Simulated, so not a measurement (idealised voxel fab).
Presented below is a process module, voxel self aligned contacts.
Square cells of 5 nm make up the cross-section cut, whose width is 160 nm.
How to read a cross-section here: the picture is a grid of square cells, written as bands going from the top down, and any band can span one or more rows of cells.
In this notation a band is specified by the heights of its top and bottom, in that order and in nm, after which its materials appear from left to right, each paired with its width in nm. The word "edge to edge" attached to a single material means that material fills the band from edge to edge; the word "empty" stands for empty space.
Measure heights from 0. That's the level where, below it, the as-received wafer is all one material. The lowest band is bottomless and extends downward; write it as in "0 down".
Width spec "30 to 40" -> top row of cells at first value, bottom row at second value, equal per-row change in between.
"left unchanged", as given for a step, is the statement that not any cell of the cross-section underwent a change during that step.
"Voids lacking openings": sealed empty spaces, 8 cells or more, no open way to top, listed width x height at distance, with distance from the left edge and width, height and distance in nm.
after a step's settings: what the simulator itself notes on the step
On any step carrying a mask, the "overlay nm" setting, if present on the step's line, tells how far right of its planned place the mask lay; negative values point to the left.

-- The steps planned for the process are as follows
1 RECEIVE [material Si]
2 OXIDIZE [depth nm 5]
3 DIRECTIONAL_DEP [material polySi] [thk nm 25]
4 DIRECTIONAL_DEP [material SiN] [thk nm 20]
5 PATTERN [tone cover] [mask id GATE] [material resist] [width nm 35] [pitch nm 70] [thk nm 15] [overlay nm 0]
6 DIRECTIONAL_ETCH [etch materials SiN] [depth nm 20]
7 DIRECTIONAL_ETCH [etch materials polySi] [depth nm 25]
8 STRIP [etch materials resist]
9 CONFORMAL_DEP [material SiN] [thk nm 5]
10 DIRECTIONAL_ETCH [etch materials SiN] [depth nm 5]
11 FILL_DEP [material SiO2] [thk nm 15]
12 CMP [height nm 50]
13 PATTERN [tone open] [mask id CONTACT] [material resist] [width nm 45] [thk nm 15] [overlay nm 0]
14 DIRECTIONAL_ETCH [etch materials SiO2] [depth nm 55]
15 STRIP [etch materials resist]
16 CONFORMAL_DEP [material TiN] [thk nm 5]
17 FILL_DEP [material Ru] [thk nm 10]
18 CMP [height nm 50]
19 CONFORMAL_DEP [material SiN] [thk nm 5]

-- First of two wafers - as planned

-- Step 1 complete: cross-section of the wafer as received
	0 down: Si edge to edge
	Voids lacking openings: none

-- Cross-sectional representation of the wafer at the conclusion of step 2
	0 to -5: SiO2 edge to edge
	All layers under -5 are left as they were.

-- Cross-sectional representation of the wafer at the conclusion of step 3
	25 to 0: polySi edge to edge
	All layers under 0 are left as they were.

-- Cross-sectional representation of the wafer at the conclusion of step 4
	45 to 25: SiN edge to edge
	All layers under 25 are left as they were.

-- Cross-sectional representation of the wafer at the conclusion of step 5
	60 to 45: empty 25 | resist 35 | empty 35 | resist 35 | empty 30
	All layers under 45 are left as they were.

-- Cross-sectional representation of the wafer at the conclusion of step 6
	60 to 45: empty 25 | resist 35 | empty 35 | resist 35 | empty 30
	45 to 25: empty 25 | SiN 35 | empty 35 | SiN 35 | empty 30
	All layers under 25 are left as they were.

-- Cross-sectional representation of the wafer at the conclusion of step 7
	60 to 45: empty 25 | resist 35 | empty 35 | resist 35 | empty 30
	45 to 25: empty 25 | SiN 35 | empty 35 | SiN 35 | empty 30
	25 to 0: empty 25 | polySi 35 | empty 35 | polySi 35 | empty 30
	All layers under 0 are left as they were.

-- Cross-sectional representation of the wafer at the conclusion of step 8
	45 to 25: empty 25 | SiN 35 | empty 35 | SiN 35 | empty 30
	All layers under 25 are left as they were.

-- Cross-sectional representation of the wafer at the conclusion of step 9
	50 to 25: empty 20 | SiN 45 | empty 25 | SiN 45 | empty 25
	25 to 5: empty 20 | SiN 5 | polySi 35 | SiN 5 | empty 25 | SiN 5 | polySi 35 | SiN 5 | empty 25
	5 to 0: SiN 25 | polySi 35 | SiN 35 | polySi 35 | SiN 30
	All layers under 0 are left as they were.

-- Cross-sectional representation of the wafer at the conclusion of step 10
	45 to 25: empty 20 | SiN 45 | empty 25 | SiN 45 | empty 25
	25 to 0: empty 20 | SiN 5 | polySi 35 | SiN 5 | empty 25 | SiN 5 | polySi 35 | SiN 5 | empty 25
	All layers under 0 are left as they were.

-- Cross-sectional representation of the wafer at the conclusion of step 11
	60 to 45: SiO2 edge to edge
	45 to 25: SiO2 20 | SiN 45 | SiO2 25 | SiN 45 | SiO2 25
	25 to 0: SiO2 20 | SiN 5 | polySi 35 | SiN 5 | SiO2 25 | SiN 5 | polySi 35 | SiN 5 | SiO2 25
	All layers under 0 are left as they were.

-- Cross-sectional representation of the wafer at the conclusion of step 12
	50 to 45: SiO2 edge to edge
	All layers under 45 are left as they were.

-- Cross-sectional representation of the wafer at the conclusion of step 13
	65 to 50: resist 55 | empty 45 | resist 60
	All layers under 50 are left as they were.

-- Cross-sectional representation of the wafer at the conclusion of step 14
	65 to 50: resist 55 | empty 45 | resist 60
	50 to 45: SiO2 55 | empty 45 | SiO2 60
	45 to 25: SiO2 20 | SiN 45 | empty 25 | SiN 45 | SiO2 25
	25 to 0: SiO2 20 | SiN 5 | polySi 35 | SiN 5 | empty 25 | SiN 5 | polySi 35 | SiN 5 | SiO2 25
	0 to -5: SiO2 65 | empty 25 | SiO2 70
	All layers under -5 are left as they were.

-- Cross-sectional representation of the wafer at the conclusion of step 15
	50 to 45: SiO2 55 | empty 45 | SiO2 60
	All layers under 45 are left as they were.

-- Cross-sectional representation of the wafer at the conclusion of step 16
	55 to 50: TiN 60 | empty 35 | TiN 65
	50 to 45: SiO2 55 | TiN 15 | empty 15 | TiN 15 | SiO2 60
	45 to 25: SiO2 20 | SiN 45 | TiN 5 | empty 15 | TiN 5 | SiN 45 | SiO2 25
	25 to 0: SiO2 20 | SiN 5 | polySi 35 | SiN 5 | TiN 5 | empty 15 | TiN 5 | SiN 5 | polySi 35 | SiN 5 | SiO2 25
	0 to -5: SiO2 65 | TiN 25 | SiO2 70
	All layers under -5 are left as they were.

-- Cross-sectional representation of the wafer at the conclusion of step 17
	65 to 55: Ru edge to edge
	55 to 50: TiN 60 | Ru 35 | TiN 65
	50 to 45: SiO2 55 | TiN 15 | Ru 15 | TiN 15 | SiO2 60
	45 to 25: SiO2 20 | SiN 45 | TiN 5 | Ru 15 | TiN 5 | SiN 45 | SiO2 25
	25 to 0: SiO2 20 | SiN 5 | polySi 35 | SiN 5 | TiN 5 | Ru 15 | TiN 5 | SiN 5 | polySi 35 | SiN 5 | SiO2 25
	All layers under 0 are left as they were.

-- Cross-sectional representation of the wafer at the conclusion of step 18
	50 to 45: SiO2 55 | TiN 15 | Ru 15 | TiN 15 | SiO2 60
	All layers under 45 are left as they were.

-- Cross-sectional representation of the wafer at the conclusion of step 19
	55 to 50: SiN edge to edge
	All layers under 50 are left as they were.

-- Second wafer: same start and same plan as the first, one execution error; identical to the first through step 10

-- What the second wafer looks like in cross-section when step 11 should have wrapped up
	60 to 45: polySi edge to edge
	45 to 25: polySi 20 | SiN 45 | polySi 25 | SiN 45 | polySi 25
	25 to 0: polySi 20 | SiN 5 | polySi 35 | SiN 5 | polySi 25 | SiN 5 | polySi 35 | SiN 5 | polySi 25
	All layers under 0 are left as they were.

-- What the second wafer looks like in cross-section when step 12 should have wrapped up
	50 to 45: polySi edge to edge
	All layers under 45 are left as they were.

-- What the second wafer looks like in cross-section when step 13 should have wrapped up
	65 to 50: resist 55 | empty 45 | resist 60
	All layers under 50 are left as they were.

What the second wafer looks like in cross-section when step 14 should have wrapped up: left unchanged

-- What the second wafer looks like in cross-section when step 15 should have wrapped up
	50 to 45: polySi edge to edge
	All layers under 45 are left as they were.

-- What the second wafer looks like in cross-section when step 16 should have wrapped up
	55 to 50: TiN edge to edge
	All layers under 50 are left as they were.

-- What the second wafer looks like in cross-section when step 17 should have wrapped up
	65 to 55: Ru edge to edge
	All layers under 55 are left as they were.

-- What the second wafer looks like in cross-section when step 18 should have wrapped up
	50 to 45: polySi edge to edge
	All layers under 45 are left as they were.

-- What the second wafer looks like in cross-section when step 19 should have wrapped up
	55 to 50: SiN edge to edge
	All layers under 50 are left as they were.
Finding, execution versus plan: in deviation from the planned setting, step 11 was conducted as FILL_DEP [material polySi] [thk nm 15]
It is noted that, at the conclusion of processing, the second wafer exhibits a higher or lower cell count for certain materials relative to the first: -30 Ru, -99 SiO2, -29 TiN, +158 polySi
